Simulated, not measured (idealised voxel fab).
Process module in this document: voxel double patterning
Xsec cut, 165 nm wide, square cell size 5 nm.
Square cells in a grid make up a cross-section in this document, and the grid is given as bands, listed from the top down, each one or more rows of cells.
Within each band entry, the heights of the top and of the bottom of the band appear first, in that order and in nm; the materials of the band then follow from left to right, each with its corresponding width in nm. The designation "all across" on a single material indicates that it fills the band from edge to edge; the designation "blank" indicates empty space.
Counting heights begins at 0, where everything beneath is, in the wafer as received, one material. The lowest band has no bottom; it goes on downwards, as "0 -> down" shows.
Think of "30..40" as a width that walks from the first number to the second as you go down the band, top row to bottom row, taking equal-sized steps from row to row.
Take "remained unchanged" at face value: in the step it is given for, the cross-section changed in none of its cells.
Under "Voids lacking openings" you'll find the enclosed gaps, the ones with no way out to the top, that are 8 cells or bigger; each reads width x height at distance, with distance counted from the left edge, everything in nm.
If you see something after the settings on a step's line, that's the simulator's own remark about that step.
On any step carrying a mask, the "overlay nm" setting, if present on the step's line, tells how far right of its planned place the mask lay; negative values point to the left.
THE FOLLOWING LIST GIVES THE PLANNED PROCESS STEPS
| 1 | RECEIVE | material Si |
| 2 | CONFORMAL_DEP | material SiO2 | thk nm 5 |
| 3 | DIRECTIONAL_DEP | material TiN | thk nm 10 |
| 4 | DIRECTIONAL_DEP | material SiCN | thk nm 5 |
| 5 | MASKED_ETCH | tone open | mask id FIRST | width nm 15 | pitch nm 50 | etch materials SiCN | depth nm 5 | overlay nm 0 |
| 6 | MASKED_ETCH | tone open | mask id SECOND | width nm 15 | pitch nm 50 | etch materials SiCN | depth nm 5 | overlay nm 0 |
| 7 | DIRECTIONAL_ETCH | etch materials TiN | depth nm 10 |
| 8 | STRIP | etch materials SiCN |
WHAT FOLLOWS COVERS THE FIRST OF TWO WAFERS; IT RAN AS PLANNED
INCOMING WAFER IN CROSS-SECTION (STATE: AFTER STEP 1)
    0 -> down  Si all across
    Voids lacking openings: none
AFTER STEP 2: WAFER CROSS-SECTION
    5 -> 0  SiO2 all across
    Everything below 0 is unchanged.
AFTER STEP 3: WAFER CROSS-SECTION
    15 -> 5  TiN all across
    Everything below 5 is unchanged.
AFTER STEP 4: WAFER CROSS-SECTION
    20 -> 15  SiCN all across
    Everything below 15 is unchanged.
AFTER STEP 5: WAFER CROSS-SECTION
    20 -> 15  SiCN (25); blank (15); SiCN (35); blank (15); SiCN (35); blank (15); SiCN (25)
    Everything below 15 is unchanged.
AFTER STEP 6: WAFER CROSS-SECTION
    20 -> 15  SiCN (25); blank (15); SiCN (10); blank (15); SiCN (10); blank (15); SiCN (10); blank (15); SiCN (10); blank (15); SiCN (25)
    Everything below 15 is unchanged.
AFTER STEP 7: WAFER CROSS-SECTION
    20 -> 15  SiCN (25); blank (15); SiCN (10); blank (15); SiCN (10); blank (15); SiCN (10); blank (15); SiCN (10); blank (15); SiCN (25)
    15 -> 5  TiN (25); blank (15); TiN (10); blank (15); TiN (10); blank (15); TiN (10); blank (15); TiN (10); blank (15); TiN (25)
    Everything below 5 is unchanged.
AFTER STEP 8: WAFER CROSS-SECTION
    15 -> 5  TiN (25); blank (15); TiN (10); blank (15); TiN (10); blank (15); TiN (10); blank (15); TiN (10); blank (15); TiN (25)
    Everything below 5 is unchanged.
OKAY, SECOND WAFER. NOTHING DIFFERENT AT THE START, NOTHING DIFFERENT IN THE PLAN, JUST ONE MISTAKE SOMEWHERE IN THE RUNNING. AS FAR AS STEP 2, COUNTING THAT STEP, IT'S THE FIRST WAFER ALL OVER AGAIN
CROSS-SECTION OF THE SECOND WAFER WHEN, ACCORDING TO PLAN, STEP 3 SHOULD HAVE FINISHED
    15 -> 0  SiO2 all across
    Everything below 0 is unchanged.
CROSS-SECTION OF THE SECOND WAFER WHEN, ACCORDING TO PLAN, STEP 4 SHOULD HAVE FINISHED
    20 -> 15  SiCN all across
    Everything below 15 is unchanged.
CROSS-SECTION OF THE SECOND WAFER WHEN, ACCORDING TO PLAN, STEP 5 SHOULD HAVE FINISHED
    20 -> 15  SiCN (25); blank (15); SiCN (35); blank (15); SiCN (35); blank (15); SiCN (25)
    Everything below 15 is unchanged.
CROSS-SECTION OF THE SECOND WAFER WHEN, ACCORDING TO PLAN, STEP 6 SHOULD HAVE FINISHED
    20 -> 15  SiCN (25); blank (15); SiCN (10); blank (15); SiCN (10); blank (15); SiCN (10); blank (15); SiCN (10); blank (15); SiCN (25)
    Everything below 15 is unchanged.
Cross-section of the second wafer when, according to plan, step 7 should have finished: remained unchanged
CROSS-SECTION OF THE SECOND WAFER WHEN, ACCORDING TO PLAN, STEP 8 SHOULD HAVE FINISHED
    15 -> 0  SiO2 all across
    Everything below 0 is unchanged.
Deviation from plan: step 3 ran as: DIRECTIONAL_DEP | material SiO2 | thk nm 10
Upon completion, the second wafer contains, in terms of cells, a greater or smaller amount of certain materials than the first wafer: SiO2: 66 more; TiN: 36 fewer
